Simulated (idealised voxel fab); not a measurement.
Name of the process module below: voxel capacitor over wiring
285 nm wide, 5 nm square cells: that's cross-section cut.
Reading order for cross-sections: top band down to bottom band. Underlying form: a grid of square cells. Band size: one or more rows of cells. Heads up on the band format: heights come first, top then bottom, in nm. After that it's the materials left to right, each with its width in nm. A single material flagged "full width" fills the whole band edge to edge, and "empty" means there's empty space there. Convention: height 0 is the level below which the wafer, as received, is all one material. The lowest band does not terminate at the bottom but continues downward, represented as "0 down". A width such as "30->40" changes by the same amount from each row of cells to the next, from the band's top row to its bottom row. Step note "nothing changed" = no cross-section cell changed. Look at "Sealed cavities" for the closed voids: empty spaces with no open path to the top, sized 8 cells or up. Each is width x height at distance, distance from the left edge, all nm. Post-settings text on a step line: simulator's own remark regarding the step. What "overlay nm" on a step's line means: if the step has a mask, that mask lay this far to the right of its planned place, or, when the value is negative, to the left.
Planned process steps
- 1: RECEIVE: material Si
- 2: CONFORMAL_DEP: material SiO2, thk nm 10
- 3: CONFORMAL_DEP: material SiN, thk nm 5
- 4: DIRECTIONAL_DEP: material SiO2, thk nm 20
- 5: MASKED_ETCH: tone open, mask id METAL_1, width nm 30, pitch nm 90, etch materials SiO2, depth nm 20, overlay nm 0
- 6: MASKED_ETCH: tone open, mask id METAL_1, width nm 30, pitch nm 90, etch materials SiN, depth nm 5, overlay nm 0
- 7: CONFORMAL_DEP: material TiN, thk nm 5
- 8: FILL_DEP: material W, thk nm 5
- 9: CMP: height nm 35
- 10: CONFORMAL_DEP: material SiCN, thk nm 5
- 11: DIRECTIONAL_DEP: material SiO2, thk nm 15
- 12: PATTERN: tone open, mask id PLUG_1, material resist, width nm 15, thk nm 15, overlay nm 0
- 13: DIRECTIONAL_ETCH: etch materials SiO2, depth nm 15
- 14: DIRECTIONAL_ETCH: etch materials SiCN, depth nm 5
- 15: STRIP: etch materials resist
- 16: EPI: material Ru, thk nm 10
- 17: EPI: material Ru, thk nm 10
- 18: DIRECTIONAL_DEP: material TiN, thk nm 10
- 19: DIRECTIONAL_DEP: material SiN, thk nm 5
- 20: DIRECTIONAL_DEP: material TiN, thk nm 5
- 21: DIRECTIONAL_DEP: material aC, thk nm 15
- 22: PATTERN: tone cover, mask id UPPER_PLATE, material resist, width nm 65, thk nm 30, overlay nm 0
- 23: DIRECTIONAL_ETCH: etch materials aC, depth nm 15
- 24: STRIP: etch materials resist
- 25: DIRECTIONAL_ETCH: etch materials TiN, depth nm 5
- 26: DIRECTIONAL_ETCH: etch materials SiN, depth nm 5
- 27: STRIP: etch materials aC
- 28: DIRECTIONAL_DEP: material aC, thk nm 15
- 29: PATTERN: tone cover, mask id LOWER_PLATE, material resist, width nm 75, thk nm 35, overlay nm 0
- 30: DIRECTIONAL_ETCH: etch materials aC, depth nm 15
- 31: STRIP: etch materials resist
- 32: DIRECTIONAL_ETCH: etch materials TiN, depth nm 10
- 33: STRIP: etch materials aC
- 34: FILL_DEP: material SiO2, thk nm 15
- 35: CMP: height nm 85
- 36: DIRECTIONAL_DEP: material aC, thk nm 15
- 37: PATTERN: tone open, mask id PLUG_2, material resist, width nm 15, thk nm 35, overlay nm 0
- 38: DIRECTIONAL_ETCH: etch materials aC, depth nm 15
- 39: STRIP: etch materials resist
- 40: DIRECTIONAL_ETCH: etch materials SiO2, depth nm 10
- 41: STRIP: etch materials aC
- 42: CONFORMAL_DEP: material TiN, thk nm 5
- 43: FILL_DEP: material Ru, thk nm 5
- 44: CMP: height nm 85
- 45: CONFORMAL_DEP: material SiN, thk nm 5
Step 1 complete: cross-section of the wafer as received
- 0 down: Si full width
- Sealed cavities: none
End-of-module cross-section of the first of two wafers, processed as planned
- 90 to 85: SiN full width
- 85 to 80: SiO2 (105), then TiN (5), then Ru (5), then TiN (5), then SiO2 (165)
- 80 to 70: SiO2 (105->95), then TiN (15->65), then SiO2 (165->125)
- 70 to 65: SiO2 (95), then SiN (65), then SiO2 (125)
- 65 to 55: SiO2 (90), then TiN (75), then SiO2 (120)
- 55 to 40: SiO2 (95), then Ru (15), then SiO2 (175)
- 40 to 35: SiCN (95), then Ru (15), then SiCN (175)
- 35 to 15: SiO2 (80), then TiN (5), then W (20), then TiN (5), then SiO2 (60), then TiN (5), then W (20), then TiN (5), then SiO2 (85)
- 15 to 10: SiN (80), then TiN (30), then SiN (60), then TiN (30), then SiN (85)
- 10 to 0: SiO2 full width
- 0 down: Si full width
- Sealed cavities: none
Now the second wafer, cross-sectioned at the end of the module. Nothing different at the start, nothing different in the plan compared with the first, just one mistake when it was actually run
- 90 to 85: SiN full width
- 85 to 80: SiO2 (105), then TiN (5), then Ru (5), then TiN (5), then SiO2 (165)
- 80 to 70: SiO2 (105->95), then TiN (15->65), then SiO2 (165->125)
- 70 to 65: SiO2 (95), then SiN (65), then SiO2 (125)
- 65 to 55: SiO2 (90), then TiN (75), then SiO2 (120)
- 55 to 40: SiO2 (90), then Ru (15), then SiO2 (180)
- 40 to 35: SiCN (90), then Ru (15), then SiCN (180)
- 35 to 15: SiO2 (80), then TiN (5), then W (20), then TiN (5), then SiO2 (60), then TiN (5), then W (20), then TiN (5), then SiO2 (85)
- 15 to 10: SiN (80), then TiN (30), then SiN (60), then TiN (30), then SiN (85)
- 10 to 0: SiO2 full width
- 0 down: Si full width
- Sealed cavities: none
Processing error: not per plan at step 12, really ran PATTERN: tone open, mask id PLUG_1, material resist, width nm 15, thk nm 15, overlay nm -5
at the end the second wafer has, in cells: as many of each material as the first, in other places
